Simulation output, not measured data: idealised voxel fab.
The name of this process module is voxel self aligned contacts.
Shown is cross-section cut, with a width of 215 nm and square cells of size 5 nm.
When this document writes out a cross-section, it uses a grid of square cells and lists it as bands, beginning at the top and moving down, with a band standing for one or more rows of cells. Band: top height; bottom height; in nm. Then, left to right: material with width in nm, for each material. "everywhere": a single material spanning edge to edge. "air": empty space. A quick word on heights: they are counted from 0, and under that level the wafer as it came to us is one material throughout. The lowest band is different from the rest in having no bottom; it simply continues downward, written as in "0 nm and below". When a width is written as two numbers, as in "30->40", the first number is the width in the top row of cells of the band and the second is the width in its bottom row, and the width changes by the same amount from each row to the next. "nothing changed" (step): cross-section cells unchanged, all of them. "Unvented voids" enumerates empty spaces isolated from the top, with no open way to it, that contain at least 8 cells, giving each as width x height at distance from the left edge, all three in nm. after a step's settings: what the simulator itself notes on the step. "overlay nm" denotes, for a step that has a mask, the displacement of the mask to the right of its planned place, with negative values corresponding to the left.
**Process steps foreseen in the plan**
1) RECEIVE | material Si
2) OXIDIZE | depth nm 5
3) DIRECTIONAL_DEP | material polySi | thk nm 20
4) DIRECTIONAL_DEP | material SiN | thk nm 15
5) DIRECTIONAL_DEP | material aC | thk nm 15
6) PATTERN | tone cover | mask id GATE | material resist | width nm 30 | pitch nm 65 | thk nm 30 | overlay nm 0
7) DIRECTIONAL_ETCH | etch materials aC | depth nm 15
8) STRIP | etch materials resist
9) DIRECTIONAL_ETCH | etch materials SiN | depth nm 15
10) DIRECTIONAL_ETCH | etch materials polySi | depth nm 20
11) STRIP | etch materials aC
12) CONFORMAL_DEP | material SiN | thk nm 5
13) DIRECTIONAL_ETCH | etch materials SiN | depth nm 5
14) FILL_DEP | material SiO2 | thk nm 15
15) CMP | height nm 45
16) DIRECTIONAL_DEP | material aC | thk nm 10
17) PATTERN | tone open | mask id CONTACT | material resist | width nm 45 | pitch nm 65 | thk nm 25 | overlay nm 0
18) DIRECTIONAL_ETCH | etch materials aC | depth nm 10
19) STRIP | etch materials resist
20) DIRECTIONAL_ETCH | etch materials SiO2 | depth nm 50
21) STRIP | etch materials aC
22) CONFORMAL_DEP | material TiN | thk nm 5
23) FILL_DEP | material W | thk nm 5
24) CMP | height nm 45
25) CONFORMAL_DEP | material SiN | thk nm 5
Quick note for whoever runs this: the wafers start identical, but the thk nm at step 25 isn't the same across them. The plan just shows what the first wafer had.
**Received condition of the first of several wafers, sectioned: post-step 1**
* 0 nm and below: Si everywhere
* Unvented voids: none
**Cross-section after step 25, the final step of the module, for the first of several wafers**
* 50 nm to 45 nm: SiN everywhere
* 45 nm to 35 nm: SiO2=50, then TiN=5->15, then W=35->15, then TiN=5->15, then SiO2=20, then TiN=5->15, then W=35->15, then TiN=5->15, then SiO2=55
* 35 nm to 20 nm: SiO2=20, then SiN=40, then TiN=5, then W=15, then TiN=5, then SiN=40, then TiN=5, then W=15, then TiN=5, then SiN=40, then SiO2=25
* 20 nm to 0 nm: SiO2=20, then SiN=5, then polySi=30, then SiN=5, then TiN=5, then W=15, then TiN=5, then SiN=5, then polySi=30, then SiN=5, then TiN=5, then W=15, then TiN=5, then SiN=5, then polySi=30, then SiN=5, then SiO2=25
* 0 nm to -5 nm: SiO2=60, then TiN=25, then SiO2=40, then TiN=25, then SiO2=65
* -5 nm and below: Si everywhere
* Unvented voids: none
**Here we cross-sectioned the last of the wafers once the module was done**
* 65 nm to 45 nm: SiN everywhere
* 45 nm to 35 nm: SiO2=50, then TiN=5->15, then W=35->15, then TiN=5->15, then SiO2=20, then TiN=5->15, then W=35->15, then TiN=5->15, then SiO2=55
* 35 nm to 20 nm: SiO2=20, then SiN=40, then TiN=5, then W=15, then TiN=5, then SiN=40, then TiN=5, then W=15, then TiN=5, then SiN=40, then SiO2=25
* 20 nm to 0 nm: SiO2=20, then SiN=5, then polySi=30, then SiN=5, then TiN=5, then W=15, then TiN=5, then SiN=5, then polySi=30, then SiN=5, then TiN=5, then W=15, then TiN=5, then SiN=5, then polySi=30, then SiN=5, then SiO2=25
* 0 nm to -5 nm: SiO2=60, then TiN=25, then SiO2=40, then TiN=25, then SiO2=65
* -5 nm and below: Si everywhere
* Unvented voids: none
**End of module, by wafer: material-by-material cell gain (+) or loss (-) since receipt, then closed voids**
thk nm 5 | -43 Si | +139 SiN | +146 SiO2 | +54 TiN | +62 W | +72 polySi | Unvented voids: none
thk nm 10 | -43 Si | +182 SiN | +146 SiO2 | +54 TiN | +62 W | +72 polySi | Unvented voids: none
thk nm 15 | -43 Si | +225 SiN | +146 SiO2 | +54 TiN | +62 W | +72 polySi | Unvented voids: none
thk nm 20 | -43 Si | +268 SiN | +146 SiO2 | +54 TiN | +62 W | +72 polySi | Unvented voids: none
